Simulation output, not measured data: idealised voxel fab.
process module | voxel wiring stack
cross-section cut | 270 nm wide | cells 5 nm
A cross-section is a grid of square cells, given in bands from the top down. A band is one or more rows of cells.
Each band's line starts with the height of the band's top and of its bottom, in nm. Then come its materials from left to right, each with its width in nm. One material with "throughout" fills the band from edge to edge. "air" is empty space.
Height 0 is the level under which the wafer as received is all one material. The lowest band goes on downwards, as in "0 down".
A width such as "30 to 40" changes by the same amount from each row of cells to the next, from the band's top row to its bottom row.
"no change" after a step means that no cell of the cross-section changed.
closed voids: empty space of 8 cells or more with no open way to the top, each as width x height at its distance from the left edge, in nm
after a step's settings: what the simulator itself notes on the step
overlay nm, on a step with a mask: how far to the right of its planned place the mask lay; to the left if negative
plan
1 op RECEIVE | material Si
2 op CONFORMAL_DEP | material SiO2 | thk nm 10
3 op DIRECTIONAL_DEP | material TiN | thk nm 5
4 op DIRECTIONAL_DEP | material W | thk nm 20
5 op MASKED_ETCH | tone cover | mask id METAL_1 | width nm 25 | pitch nm 55 | etch materials W | depth nm 20 | overlay nm 0
6 op MASKED_ETCH | tone cover | mask id METAL_1 | width nm 25 | pitch nm 55 | etch materials TiN | depth nm 5 | overlay nm 0
7 op CONFORMAL_DEP | material SiCN | thk nm 5
8 op FILL_DEP | material SiO2 | thk nm 5
9 op CMP | height nm 35
10 op CONFORMAL_DEP | material SiCN | thk nm 5
11 op DIRECTIONAL_DEP | material lowk | thk nm 15
12 op DIRECTIONAL_DEP | material aC | thk nm 15
13 op PATTERN | tone open | mask id PLUG_1 | material resist | width nm 15 | pitch nm 55 | thk nm 30 | overlay nm 0
14 op DIRECTIONAL_ETCH | etch materials aC | depth nm 15
15 op STRIP | etch materials resist
16 op DIRECTIONAL_ETCH | etch materials lowk | depth nm 15
17 op DIRECTIONAL_ETCH | etch materials SiCN | depth nm 5
18 op STRIP | etch materials aC
19 op CONFORMAL_DEP | material TiN | thk nm 5
20 op FILL_DEP | material Cu | thk nm 10
21 op CMP | height nm 55
22 op DIRECTIONAL_DEP | material TiN | thk nm 5
23 op DIRECTIONAL_DEP | material Ru | thk nm 20
24 op DIRECTIONAL_DEP | material aC | thk nm 15
25 op PATTERN | tone cover | mask id METAL_2 | material resist | width nm 25 | pitch nm 55 | thk nm 35 | overlay nm 0
26 op DIRECTIONAL_ETCH | etch materials aC | depth nm 15
27 op STRIP | etch materials resist
28 op DIRECTIONAL_ETCH | etch materials Ru | depth nm 20
29 op DIRECTIONAL_ETCH | etch materials TiN | depth nm 5
30 op STRIP | etch materials aC
31 op FILL_DEP | material SiO2 | thk nm 5
32 op CMP | height nm 80
33 op CONFORMAL_DEP | material SiCN | thk nm 5
34 op DIRECTIONAL_DEP | material lowk | thk nm 30
35 op PATTERN | tone open | mask id METAL_3 | material resist | width nm 25 | pitch nm 55 | thk nm 20 | overlay nm 0
36 op DIRECTIONAL_ETCH | etch materials lowk | depth nm 15
37 op STRIP | etch materials resist
38 op DIRECTIONAL_DEP | material aC | thk nm 15
39 op PATTERN | tone open | mask id METAL_3_HOLES | material resist | width nm 15 | thk nm 35 | overlay nm 0
40 op DIRECTIONAL_ETCH | etch materials aC | depth nm 15
41 op STRIP | etch materials resist
42 op DIRECTIONAL_ETCH | etch materials lowk | depth nm 15
43 op DIRECTIONAL_ETCH | etch materials SiCN | depth nm 5
44 op STRIP | etch materials aC
45 op CONFORMAL_DEP | material TiN | thk nm 5
46 op FILL_DEP | material Cu | thk nm 10
47 op CMP | height nm 115
48 op CONFORMAL_DEP | material SiN | thk nm 5
as received, after step 1
  0 down: Si throughout
  closed voids: none
first wafer at the end, as planned
  120 to 115: SiN throughout
  115 to 105: lowk 95 | TiN 5 | Cu 15 | TiN 5 | lowk 30 | TiN 5 | Cu 15 | TiN 5 | lowk 95
  105 to 100: lowk 95 | TiN 5 | Cu 5 | TiN 15 | lowk 30 | TiN 25 | lowk 95
  100 to 85: lowk 95 | TiN 5 | Cu 5 | TiN 5 | lowk 160
  85 to 80: SiCN 95 | TiN 15 | SiCN 160
  80 to 60: SiO2 95 | Ru 25 | SiO2 30 | Ru 25 | SiO2 95
  60 to 55: SiO2 95 | TiN 25 | SiO2 30 | TiN 25 | SiO2 95
  55 to 40: lowk 95 | TiN 5 | Cu 5 | TiN 5 | lowk 40 | TiN 5 | Cu 5 | TiN 5 | lowk 105
  40 to 35: SiCN 95 | TiN 15 | SiCN 40 | TiN 15 | SiCN 105
  35 to 15: SiO2 90 | SiCN 5 | W 25 | SiCN 5 | SiO2 20 | SiCN 5 | W 25 | SiCN 5 | SiO2 90
  15 to 10: SiCN 95 | TiN 25 | SiCN 30 | TiN 25 | SiCN 95
  10 to 0: SiO2 throughout
  0 down: Si throughout
  closed voids: none
second wafer at the end: like start, like plan, one mistake
  120 to 115: SiN throughout
  115 to 105: lowk 95 | TiN 5 | Cu 15 | TiN 5 | lowk 30 | TiN 5 | Cu 15 | TiN 5 | lowk 95
  105 to 100: lowk 95 | TiN 5 | Cu 5 | TiN 15 | lowk 30 | TiN 25 | lowk 95
  100 to 85: lowk 95 | TiN 5 | Cu 5 | TiN 5 | lowk 160
  85 to 80: SiCN 95 | TiN 15 | SiCN 160
  80 to 60: SiO2 95 | Ru 25 | SiO2 30 | Ru 25 | SiO2 95
  60 to 55: SiO2 95 | TiN 25 | SiO2 30 | TiN 25 | SiO2 95
  55 to 40: lowk 95 | TiN 5 | Cu 5 | TiN 5 | lowk 40 | TiN 5 | Cu 5 | TiN 5 | lowk 105
  40 to 35: SiCN 95 | TiN 15 | SiCN 40 | TiN 15 | SiCN 105
  35 to 30: SiO2 90 | SiCN 35 | SiO2 20 | SiCN 35 | SiO2 90
  30 to 10: SiO2 90 | SiCN 5 | W 25 | SiCN 5 | SiO2 20 | SiCN 5 | W 25 | SiCN 5 | SiO2 90
  10 to 5: SiCN 95 | TiN 25 | SiCN 30 | TiN 25 | SiCN 95
  5 to 0: SiO2 throughout
  0 down: Si throughout
  closed voids: none
what went wrong: step 2 ran as: op CONFORMAL_DEP | material SiO2 | thk nm 5
at the end the second wafer has, in cells: 14 more of SiCN | 14 fewer of SiO2
